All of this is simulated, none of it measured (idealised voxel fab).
Process module in this document: voxel lift off
This is section cut - it's 215 nm across, gridded in 5 nm square cells.
Cross-section layout: square cells on a grid; listed as bands, top to bottom; a band spans one or more cell rows.
Heads up on the band format: heights come first, top then bottom, in nm. After that it's the materials left to right, each with its width in nm. A single material flagged "full width" fills the whole band edge to edge, and "blank" means there's empty space there.
It should be noted that heights are counted from 0, beneath which the wafer as supplied is of one material throughout, and that the lowest band possesses no lower boundary but continues downward, as written in "z 0 and below".
The notation "30 to 40" denotes a width that varies across the rows of cells in the band, beginning at the first number in the top row, finishing at the second number in the bottom row, and changing by an identical amount from each row to the next.
"no change" for a step: no cell of the cross-section changed in that step.
Entry "Enclosed cavity list". Content: empty spaces with no open connection to the top, size 8 cells or greater. Each: width x height at distance. Distance: from left edge. Unit: nm.
Post-settings text on a step line: simulator's own remark regarding the step.
A step line may carry the setting "overlay nm", which, for steps involving a mask, states the distance by which the mask lay to the right of its intended position; negative values denote displacement to the left.
The steps planned for the process are as follows
step 1: RECEIVE with material Si
step 2: CONFORMAL_DEP with material Al2O3, thk nm 5
step 3: PATTERN with tone open, mask id LINES, material resist, width nm 25, pitch nm 40, thk nm 20, overlay nm 0
step 4: DIRECTIONAL_DEP with material Ru, thk nm 10
step 5: STRIP with etch materials resist
step 6: CONFORMAL_DEP with material SiCN, thk nm 5
On the first of the two wafers: run conducted according to plan
Shown in cross-section is the wafer as received, that is, as it stands after step 1
  z 0 and below | Si full width
  Enclosed cavity list: none
Cross-section through the wafer, step 2 finished
  z 5 to 0 | Al2O3 full width
  Beneath the level 0, the cross-section is identical to its previous state.
Cross-section through the wafer, step 3 finished
  z 25 to 5 | resist=35  blank=25  resist=15  blank=25  resist=15  blank=25  resist=15  blank=25  resist=35
  Beneath the level 5, the cross-section is identical to its previous state.
Cross-section through the wafer, step 4 finished
  z 35 to 25 | Ru=35  blank=25  Ru=15  blank=25  Ru=15  blank=25  Ru=15  blank=25  Ru=35
  z 25 to 15 | resist=35  blank=25  resist=15  blank=25  resist=15  blank=25  resist=15  blank=25  resist=35
  z 15 to 5 | resist=35  Ru=25  resist=15  Ru=25  resist=15  Ru=25  resist=15  Ru=25  resist=35
  Beneath the level 5, the cross-section is identical to its previous state.
Cross-section through the wafer, step 5 finished
  z 15 to 5 | blank=35  Ru=25  blank=15  Ru=25  blank=15  Ru=25  blank=15  Ru=25  blank=35
  Beneath the level 5, the cross-section is identical to its previous state.
Cross-section through the wafer, step 6 finished
  z 20 to 15 | blank=30  SiCN=35  blank=5  SiCN=35  blank=5  SiCN=35  blank=5  SiCN=35  blank=30
  z 15 to 10 | blank=30  SiCN=5  Ru=25  SiCN=5  blank=5  SiCN=5  Ru=25  SiCN=5  blank=5  SiCN=5  Ru=25  SiCN=5  blank=5  SiCN=5  Ru=25  SiCN=5  blank=30
  z 10 to 5 | SiCN=35  Ru=25  SiCN=15  Ru=25  SiCN=15  Ru=25  SiCN=15  Ru=25  SiCN=35
  Beneath the level 5, the cross-section is identical to its previous state.
It is to be noted that the second wafer proceeded from the same initial state and according to the same plan as the first, although one mistake was committed in its execution; through step 4, inclusive, the two wafers share an identical history
Here is the second wafer in cross-section at the point where step 5 of the plan should have been done
  z 15 to 5 | blank=35  Ru=25  blank=15  Ru=25  blank=15  Ru=25  blank=15  Ru=25  blank=35
  Beneath the level 5, the cross-section is identical to its previous state.
Here is the second wafer in cross-section at the point where step 6 of the plan should have been done
  z 20 to 15 | blank=30  SiCN=35  blank=5  SiCN=35  blank=5  SiCN=35  blank=5  SiCN=35  blank=30
  z 15 to 10 | blank=30  SiCN=5  Ru=25  SiCN=5  blank=5  SiCN=5  Ru=25  SiCN=5  blank=5  SiCN=5  Ru=25  SiCN=5  blank=5  SiCN=5  Ru=25  SiCN=5  blank=30
  z 10 to 5 | SiCN=35  Ru=25  SiCN=15  Ru=25  SiCN=15  Ru=25  SiCN=15  Ru=25  SiCN=35
  Beneath the level 5, the cross-section is identical to its previous state.
In executing the process, a mistake was made relative to the plan: step 5 of the plan was performed twice
The two wafers wind up with the same cross-section at the end, so whatever this model computes is the same despite the mistake.
